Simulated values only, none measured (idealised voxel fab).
process module | voxel wiring stack
cross-section cut | 225 nm wide | cells 5 nm
A cross-section is a grid of square cells, given in bands from the top down. A band is one or more rows of cells.
Each band's line starts with the height of the band's top and of its bottom, in nm. Then come its materials from left to right, each with its width in nm. One material with "throughout" fills the band from edge to edge. "air" is empty space.
Height 0 is the level under which the wafer as received is all one material. The lowest band goes on downwards, as in "0 down".
A width such as "30 to 40" changes by the same amount from each row of cells to the next, from the band's top row to its bottom row.
"no change" after a step means that no cell of the cross-section changed.
closed voids: empty space of 8 cells or more with no open way to the top, each as width x height at its distance from the left edge, in nm
after a step's settings: what the simulator itself notes on the step
overlay nm, on a step with a mask: how far to the right of its planned place the mask lay; to the left if negative
plan
1 op RECEIVE | material Si
2 op CONFORMAL_DEP | material SiO2 | thk nm 10
3 op CONFORMAL_DEP | material SiN | thk nm 5
4 op DIRECTIONAL_DEP | material lowk | thk nm 15
5 op MASKED_ETCH | tone open | mask id METAL_1 | width nm 20 | pitch nm 35 | etch materials lowk | depth nm 15 | overlay nm 0
6 op MASKED_ETCH | tone open | mask id METAL_1 | width nm 20 | pitch nm 35 | etch materials SiN | depth nm 5 | overlay nm 0
7 op CONFORMAL_DEP | material TiN | thk nm 5
8 op FILL_DEP | material Ru | thk nm 5
9 op CMP | height nm 30
10 op CONFORMAL_DEP | material SiCN | thk nm 5
11 op DIRECTIONAL_DEP | material SiO2 | thk nm 20
12 op MASKED_ETCH | tone open | mask id PLUG_1 | width nm 15 | pitch nm 35 | etch materials SiO2 | depth nm 20 | overlay nm 0
13 op MASKED_ETCH | tone open | mask id PLUG_1 | width nm 15 | pitch nm 35 | etch materials SiCN | depth nm 5 | overlay nm 0
14 op CONFORMAL_DEP | material TiN | thk nm 5
15 op FILL_DEP | material Ru | thk nm 10
16 op CMP | height nm 55
17 op CONFORMAL_DEP | material SiCN | thk nm 5
18 op DIRECTIONAL_DEP | material lowk | thk nm 20
19 op PATTERN | tone open | mask id METAL_2 | material resist | width nm 20 | pitch nm 35 | thk nm 20 | overlay nm 0
20 op DIRECTIONAL_ETCH | etch materials lowk | depth nm 20
21 op DIRECTIONAL_ETCH | etch materials SiCN | depth nm 5
22 op STRIP | etch materials resist
23 op CONFORMAL_DEP | material TiN | thk nm 5
24 op FILL_DEP | material W | thk nm 5
25 op CMP | height nm 80
26 op CONFORMAL_DEP | material SiCN | thk nm 5
27 op DIRECTIONAL_DEP | material SiO2 | thk nm 15
28 op PATTERN | tone open | mask id PLUG_2 | material resist | width nm 15 | pitch nm 35 | thk nm 20 | overlay nm 0
29 op DIRECTIONAL_ETCH | etch materials SiO2 | depth nm 15
30 op DIRECTIONAL_ETCH | etch materials SiCN | depth nm 5
31 op STRIP | etch materials resist
32 op EPI | material Ru | thk nm 10
33 op EPI | material Ru | thk nm 10
34 op DIRECTIONAL_DEP | material TiN | thk nm 5
35 op DIRECTIONAL_DEP | material Ru | thk nm 25
36 op MASKED_ETCH | tone cover | mask id METAL_3 | width nm 20 | pitch nm 35 | etch materials Ru | depth nm 25 | overlay nm 0
37 op MASKED_ETCH | tone cover | mask id METAL_3 | width nm 20 | pitch nm 35 | etch materials TiN | depth nm 5 | overlay nm 0
38 op CONFORMAL_DEP | material SiCN | thk nm 5
39 op FILL_DEP | material lowk | thk nm 5
40 op CMP | height nm 130
41 op CONFORMAL_DEP | material SiCN | thk nm 5
as received, after step 1
  0 down: Si throughout
  closed voids: none
a wafer at the end: this start, this plan, one mistake
  135 to 130: SiCN throughout
  130 to 105: lowk 60 | SiCN 5 | Ru 20 | SiCN 5 | lowk 5 | SiCN 5 | Ru 20 | SiCN 5 | lowk 5 | SiCN 5 | Ru 20 | SiCN 5 | lowk 65
  105 to 100: SiCN 65 | TiN 20 | SiCN 15 | TiN 20 | SiCN 15 | TiN 20 | SiCN 70
  100 to 85: SiO2 65 | Ru 15 | SiO2 20 | Ru 15 | SiO2 20 | Ru 15 | SiO2 75
  85 to 80: SiCN 65 | Ru 15 | SiCN 20 | Ru 15 | SiCN 20 | Ru 15 | SiCN 75
  80 to 75: TiN 70 | W 10 | TiN 25 | W 10 | TiN 25 | W 10 | TiN 75
  75 to 55: lowk 65 | TiN 5 | W 10 | TiN 5 | lowk 15 | TiN 5 | W 10 | TiN 5 | lowk 15 | TiN 5 | W 10 | TiN 5 | lowk 70
  55 to 50: SiCN 65 | TiN 20 | SiCN 15 | TiN 20 | SiCN 15 | TiN 20 | SiCN 70
  50 to 35: SiO2 65 | TiN 5 | Ru 5 | TiN 5 | SiO2 20 | TiN 5 | Ru 5 | TiN 5 | SiO2 20 | TiN 5 | Ru 5 | TiN 5 | SiO2 75
  35 to 30: SiCN 65 | TiN 15 | SiCN 20 | TiN 15 | SiCN 20 | TiN 15 | SiCN 75
  30 to 15: lowk 65 | TiN 5 | Ru 10 | TiN 5 | lowk 15 | TiN 5 | Ru 10 | TiN 5 | lowk 15 | TiN 5 | Ru 10 | TiN 5 | lowk 70
  15 to 10: SiN 65 | TiN 20 | SiN 15 | TiN 20 | SiN 15 | TiN 20 | SiN 70
  10 to 0: SiO2 throughout
  0 down: Si throughout
  closed voids: none
what went wrong: step 16 ran as: op CMP | height nm 50
